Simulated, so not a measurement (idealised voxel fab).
process module | voxel gate over fins
cross-section cut | 160 nm wide | cells 5 nm
A cross-section is a grid of square cells, given in bands from the top down. A band is one or more rows of cells.
Each band's line starts with the height of the band's top and of its bottom, in nm. Then come its materials from left to right, each with its width in nm. One material with "throughout" fills the band from edge to edge. "air" is empty space.
Height 0 is the level under which the wafer as received is all one material. The lowest band goes on downwards, as in "0 down".
A width such as "30 to 40" changes by the same amount from each row of cells to the next, from the band's top row to its bottom row.
"no change" after a step means that no cell of the cross-section changed.
closed voids: empty space of 8 cells or more with no open way to the top, each as width x height at its distance from the left edge, in nm
after a step's settings: what the simulator itself notes on the step
overlay nm, on a step with a mask: how far to the right of its planned place the mask lay; to the left if negative
plan
1 op RECEIVE | material Si
2 op CONFORMAL_DEP | material SiN | thk nm 5
3 op DIRECTIONAL_DEP | material aC | thk nm 15
4 op PATTERN | tone cover | mask id FINS | material resist | width nm 15 | pitch nm 60 | thk nm 30 | overlay nm 0
5 op DIRECTIONAL_ETCH | etch materials aC | depth nm 15
6 op STRIP | etch materials resist
7 op DIRECTIONAL_ETCH | etch materials SiN | depth nm 5
8 op DIRECTIONAL_ETCH | etch materials Si | depth nm 40
9 op STRIP | etch materials aC
10 op OXIDIZE | depth nm 5
11 op FILL_DEP | material SiO2 | thk nm 10
12 op CMP | height nm 5
13 op DIRECTIONAL_DEP | material aC | thk nm 15
14 op PATTERN | tone open | mask id RAIL | material resist | width nm 15 | thk nm 35 | overlay nm 0
15 op DIRECTIONAL_ETCH | etch materials aC | depth nm 15
16 op STRIP | etch materials resist
17 op DIRECTIONAL_ETCH | etch materials SiO2 | depth nm 40
18 op STRIP | etch materials aC
19 op CONFORMAL_DEP | material TiN | thk nm 5
20 op FILL_DEP | material W | thk nm 5
21 op CMP | height nm 5
22 op SELECTIVE_ETCH | etch materials W Ru TiN | depth nm 20
23 op FILL_DEP | material SiO2 | thk nm 5
24 op CMP | height nm 5
25 op SELECTIVE_ETCH | etch materials SiO2 | depth nm 15
26 op STRIP | etch materials SiN
27 op CONFORMAL_DEP | material HfO2 | thk nm 5
28 op CONFORMAL_DEP | material TiN | thk nm 5
29 op CONFORMAL_DEP | material TiAl | thk nm 5
30 op CONFORMAL_DEP | material TiN | thk nm 5
31 op FILL_DEP | material W | thk nm 15
32 op CMP | height nm 30
33 op CONFORMAL_DEP | material SiCN | thk nm 10
as received, after step 1
  0 down: Si throughout
  closed voids: none
first wafer at the end, as planned
  40 to 30: SiCN throughout
  30 to 20: W throughout
  20 to 15: W 25 | TiN 45 | W 15 | TiN 45 | W 30
  15 to 10: W 25 | TiN 5 | TiAl 35 | TiN 5 | W 15 | TiN 5 | TiAl 35 | TiN 5 | W 30
  10 to 5: TiN 30 | TiAl 5 | TiN 25 | TiAl 5 | TiN 25 | TiAl 5 | TiN 25 | TiAl 5 | TiN 35
  5 to 0: TiAl 35 | TiN 5 | HfO2 15 | TiN 5 | TiAl 35 | TiN 5 | HfO2 15 | TiN 5 | TiAl 40
  0 to -5: TiN 40 | HfO2 5 | Si 5 | HfO2 5 | TiN 45 | HfO2 5 | Si 5 | HfO2 5 | TiN 45
  -5 to -10: HfO2 45 | Si 5 | HfO2 55 | Si 5 | HfO2 50
  -10 to -15: SiO2 45 | Si 5 | SiO2 55 | Si 5 | SiO2 50
  -15 to -30: SiO2 45 | Si 5 | SiO2 20 | TiN 5 | W 5 | TiN 5 | SiO2 20 | Si 5 | SiO2 50
  -30 to -35: SiO2 45 | Si 5 | SiO2 20 | TiN 15 | SiO2 20 | Si 5 | SiO2 50
  -35 to -45: SiO2 45 | Si 5 | SiO2 55 | Si 5 | SiO2 50
  -45 down: Si throughout
  closed voids: none
second wafer at the end: like start, like plan, one mistake
  40 to 30: SiCN throughout
  30 to 20: W throughout
  20 to 10: W 25 | TiN 45 | W 15 | TiN 45 | W 30
  10 to 5: TiN 35 | TiAl 25 | TiN 35 | TiAl 25 | TiN 40
  5 to 0: TiN 35 | TiAl 5 | HfO2 15 | TiAl 5 | TiN 35 | TiAl 5 | HfO2 15 | TiAl 5 | TiN 40
  0 to -5: TiAl 40 | HfO2 5 | Si 5 | HfO2 5 | TiAl 45 | HfO2 5 | Si 5 | HfO2 5 | TiAl 45
  -5 to -10: HfO2 45 | Si 5 | HfO2 55 | Si 5 | HfO2 50
  -10 to -15: SiO2 45 | Si 5 | SiO2 55 | Si 5 | SiO2 50
  -15 to -30: SiO2 45 | Si 5 | SiO2 20 | TiN 5 | W 5 | TiN 5 | SiO2 20 | Si 5 | SiO2 50
  -30 to -35: SiO2 45 | Si 5 | SiO2 20 | TiN 15 | SiO2 20 | Si 5 | SiO2 50
  -35 to -45: SiO2 45 | Si 5 | SiO2 55 | Si 5 | SiO2 50
  -45 down: Si throughout
  closed voids: none
what went wrong: steps 28 and 29 were swapped
at the end the second wafer has, in cells: as many of each material as the first, in other places
